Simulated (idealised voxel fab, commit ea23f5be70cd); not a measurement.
process module | voxel wiring stack
Cross-sectional view cut (width: 240 nm; square cell size: 5 nm).
Reading order for cross-sections: top band down to bottom band. Underlying form: a grid of square cells. Band size: one or more rows of cells.
Heads up on the band format: heights come first, top then bottom, in nm. After that it's the materials left to right, each with its width in nm. A single material flagged "edge to edge" fills the whole band edge to edge, and "air" means there's empty space there.
We count height from 0. Below that, the starting wafer is all one material. The lowest band never ends at the bottom but goes on down; see "0 -> down" for how that is written.
Read "30 to 40" as a graded width: first number on top, second number at the bottom, same change between each pair of neighbouring rows.
The designation "remained the same", where it is given for a processing step, indicates that no cell of the cross-section was altered in the course of that step.
This entry, "Closed void roster", enumerates those empty regions of no fewer than 8 cells that possess no open connection to the top. Each region is reported in the form width x height at distance, the distance being taken from the left edge, with all three quantities expressed in nm.
Heads up: the bit after the settings on a step's line is the simulator's remark on that step.
You can add "overlay nm" to a step's line. For a step with a mask, it describes how far the mask lay to the right of its planned position, and a negative number describes a lay to the left.

-- The planned process steps are enumerated hereunder
1 RECEIVE | material Si
2 CONFORMAL_DEP | material SiO2 | thk nm 10
3 DIRECTIONAL_DEP | material TiN | thk nm 5
4 DIRECTIONAL_DEP | material Ru | thk nm 25
5 MASKED_ETCH | tone cover | mask id METAL_1 | width nm 20 | pitch nm 50 | etch materials Ru | depth nm 25 | overlay nm 0
6 MASKED_ETCH | tone cover | mask id METAL_1 | width nm 20 | pitch nm 50 | etch materials TiN | depth nm 5 | overlay nm 0
7 CONFORMAL_DEP | material SiCN | thk nm 5
8 FILL_DEP | material lowk | thk nm 10
9 CMP | height nm 40
10 CONFORMAL_DEP | material SiCN | thk nm 5
11 DIRECTIONAL_DEP | material lowk | thk nm 15
12 DIRECTIONAL_DEP | material aC | thk nm 15
13 PATTERN | tone open | mask id PLUG_1 | material resist | width nm 15 | pitch nm 50 | thk nm 30 | overlay nm 0
14 DIRECTIONAL_ETCH | etch materials aC | depth nm 15
15 STRIP | etch materials resist
16 DIRECTIONAL_ETCH | etch materials lowk | depth nm 15
17 DIRECTIONAL_ETCH | etch materials SiCN | depth nm 5
18 STRIP | etch materials aC
19 EPI | material Ru | thk nm 10
20 EPI | material Ru | thk nm 10
21 CONFORMAL_DEP | material SiN | thk nm 5
22 DIRECTIONAL_DEP | material SiO2 | thk nm 25
23 PATTERN | tone open | mask id METAL_2 | material resist | width nm 20 | pitch nm 50 | thk nm 15 | overlay nm 0
24 DIRECTIONAL_ETCH | etch materials SiO2 | depth nm 25
25 DIRECTIONAL_ETCH | etch materials SiN | depth nm 5
26 STRIP | etch materials resist
27 CONFORMAL_DEP | material TiN | thk nm 5
28 FILL_DEP | material Ru | thk nm 10
29 CMP | height nm 90
30 CONFORMAL_DEP | material SiCN | thk nm 5
31 DIRECTIONAL_DEP | material lowk | thk nm 30
32 MASKED_ETCH | tone open | mask id METAL_3 | width nm 20 | pitch nm 50 | etch materials lowk | depth nm 15 | overlay nm 0
33 PATTERN | tone open | mask id METAL_3_HOLES | material resist | width nm 15 | pitch nm 100 | thk nm 20 | overlay nm 0
34 DIRECTIONAL_ETCH | etch materials lowk | depth nm 15
35 DIRECTIONAL_ETCH | etch materials SiCN | depth nm 5
36 STRIP | etch materials resist
37 CONFORMAL_DEP | material TiN | thk nm 5
38 FILL_DEP | material Ru | thk nm 10
39 CMP | height nm 125
40 CONFORMAL_DEP | material SiCN | thk nm 5
41 DIRECTIONAL_DEP | material SiO2 | thk nm 30
42 DIRECTIONAL_DEP | material aC | thk nm 10
43 PATTERN | tone open | mask id METAL_4 | material resist | width nm 20 | pitch nm 50 | thk nm 30 | overlay nm 0
44 DIRECTIONAL_ETCH | etch materials aC | depth nm 10
45 STRIP | etch materials resist
46 DIRECTIONAL_ETCH | etch materials SiO2 | depth nm 15
47 STRIP | etch materials aC
48 MASKED_ETCH | tone open | mask id METAL_4_HOLES | width nm 15 | pitch nm 100 | etch materials SiO2 | depth nm 15 | overlay nm 0
49 MASKED_ETCH | tone open | mask id METAL_4_HOLES | width nm 15 | pitch nm 100 | etch materials SiCN | depth nm 5 | overlay nm 0
50 CONFORMAL_DEP | material TiN | thk nm 5
51 FILL_DEP | material Cu | thk nm 5
52 CMP | height nm 160
53 CONFORMAL_DEP | material SiCN | thk nm 5
Across this set of wafers, the varied parameter is the thk nm of step 21. Starting conditions are identical for every wafer, and the plan reports the value assigned to the first wafer.

-- Cross-section of the first incoming wafer of several, state after step 1
* 0 -> down: Si edge to edge
* Closed void roster: none

-- The first of several wafers, seen in cross-section after the module's last step, step 53
* 165 -> 160: SiCN edge to edge
* 160 -> 150: SiO2=60 / TiN=5 / Cu=10 / TiN=5 / SiO2=30 / TiN=5 / Cu=10 / TiN=5 / SiO2=30 / TiN=5 / Cu=10 / TiN=5 / SiO2=60
* 150 -> 145: SiO2=60 / TiN=5 / Cu=5 / TiN=10 / SiO2=30 / TiN=20 / SiO2=30 / TiN=5 / Cu=5 / TiN=10 / SiO2=60
* 145 -> 130: SiO2=60 / TiN=5 / Cu=5 / TiN=5 / SiO2=85 / TiN=5 / Cu=5 / TiN=5 / SiO2=65
* 130 -> 125: SiCN=60 / TiN=15 / SiCN=85 / TiN=15 / SiCN=65
* 125 -> 115: lowk=60 / TiN=5 / Ru=10 / TiN=5 / lowk=30 / TiN=5 / Ru=10 / TiN=5 / lowk=30 / TiN=5 / Ru=10 / TiN=5 / lowk=60
* 115 -> 110: lowk=60 / TiN=5 / Ru=5 / TiN=10 / lowk=30 / TiN=20 / lowk=30 / TiN=5 / Ru=5 / TiN=10 / lowk=60
* 110 -> 95: lowk=60 / TiN=5 / Ru=5 / TiN=5 / lowk=85 / TiN=5 / Ru=5 / TiN=5 / lowk=65
* 95 -> 90: SiCN=60 / TiN=15 / SiCN=85 / TiN=15 / SiCN=65
* 90 -> 65: SiO2=60 / TiN=5 / Ru=10 / TiN=5 / SiO2=30 / TiN=5 / Ru=10 / TiN=5 / SiO2=30 / TiN=5 / Ru=10 / TiN=5 / SiO2=60
* 65 -> 60: SiN=60 / TiN=20 / SiN=30 / TiN=20 / SiN=30 / TiN=20 / SiN=60
* 60 -> 45: lowk=60 / Ru=15 / lowk=35 / Ru=15 / lowk=35 / Ru=15 / lowk=65
* 45 -> 40: SiCN=60 / Ru=15 / SiCN=35 / Ru=15 / SiCN=35 / Ru=15 / SiCN=65
* 40 -> 15: lowk=55 / SiCN=5 / Ru=20 / SiCN=5 / lowk=20 / SiCN=5 / Ru=20 / SiCN=5 / lowk=20 / SiCN=5 / Ru=20 / SiCN=5 / lowk=55
* 15 -> 10: SiCN=60 / TiN=20 / SiCN=30 / TiN=20 / SiCN=30 / TiN=20 / SiCN=60
* 10 -> 0: SiO2 edge to edge
* 0 -> down: Si edge to edge
* Closed void roster: none

-- End of module, last wafer sectioned
* 165 -> 160: SiCN edge to edge
* 160 -> 150: SiO2=60 / TiN=5 / Cu=10 / TiN=5 / SiO2=30 / TiN=5 / Cu=10 / TiN=5 / SiO2=30 / TiN=5 / Cu=10 / TiN=5 / SiO2=60
* 150 -> 145: SiO2=60 / TiN=5 / Cu=5 / TiN=10 / SiO2=30 / TiN=20 / SiO2=30 / TiN=5 / Cu=5 / TiN=10 / SiO2=60
* 145 -> 130: SiO2=60 / TiN=5 / Cu=5 / TiN=5 / SiO2=85 / TiN=5 / Cu=5 / TiN=5 / SiO2=65
* 130 -> 125: SiCN=60 / TiN=15 / SiCN=85 / TiN=15 / SiCN=65
* 125 -> 115: lowk=60 / TiN=5 / Ru=10 / TiN=5 / lowk=30 / TiN=5 / Ru=10 / TiN=5 / lowk=30 / TiN=5 / Ru=10 / TiN=5 / lowk=60
* 115 -> 110: lowk=60 / TiN=5 / Ru=5 / TiN=10 / lowk=30 / TiN=20 / lowk=30 / TiN=5 / Ru=5 / TiN=10 / lowk=60
* 110 -> 95: lowk=60 / TiN=5 / Ru=5 / TiN=5 / lowk=85 / TiN=5 / Ru=5 / TiN=5 / lowk=65
* 95 -> 90: SiCN=60 / TiN=15 / SiCN=85 / TiN=15 / SiCN=65
* 90 -> 80: SiO2=60 / TiN=5 / Ru=10 / TiN=5 / SiO2=30 / TiN=5 / Ru=10 / TiN=5 / SiO2=30 / TiN=5 / Ru=10 / TiN=5 / SiO2=60
* 80 -> 75: SiN=60 / TiN=20 / SiN=30 / TiN=20 / SiN=30 / TiN=20 / SiN=60
* 75 -> 60: SiN edge to edge
* 60 -> 45: lowk=60 / Ru=15 / lowk=35 / Ru=15 / lowk=35 / Ru=15 / lowk=65
* 45 -> 40: SiCN=60 / Ru=15 / SiCN=35 / Ru=15 / SiCN=35 / Ru=15 / SiCN=65
* 40 -> 15: lowk=55 / SiCN=5 / Ru=20 / SiCN=5 / lowk=20 / SiCN=5 / Ru=20 / SiCN=5 / lowk=20 / SiCN=5 / Ru=20 / SiCN=5 / lowk=55
* 15 -> 10: SiCN=60 / TiN=20 / SiCN=30 / TiN=20 / SiCN=30 / TiN=20 / SiCN=60
* 10 -> 0: SiO2 edge to edge
* 0 -> down: Si edge to edge
* Closed void roster: none

-- So in this table every wafer gets its own row, and what you see is where it stands at the end of the module: for each material, how many cells it picked up (+) or gave up (-) since we received it, and after that its closed voids
thk nm 5 | +20 Cu | +146 Ru | +237 SiCN | +36 SiN | +510 SiO2 | +134 TiN | +501 lowk | Closed void roster: none
thk nm 10 | +20 Cu | +140 Ru | +237 SiCN | +84 SiN | +474 SiO2 | +128 TiN | +501 lowk | Closed void roster: none
thk nm 15 | +20 Cu | +134 Ru | +237 SiCN | +132 SiN | +438 SiO2 | +122 TiN | +501 lowk | Closed void roster: none
thk nm 20 | +20 Cu | +128 Ru | +237 SiCN | +180 SiN | +402 SiO2 | +116 TiN | +501 lowk | Closed void roster: none
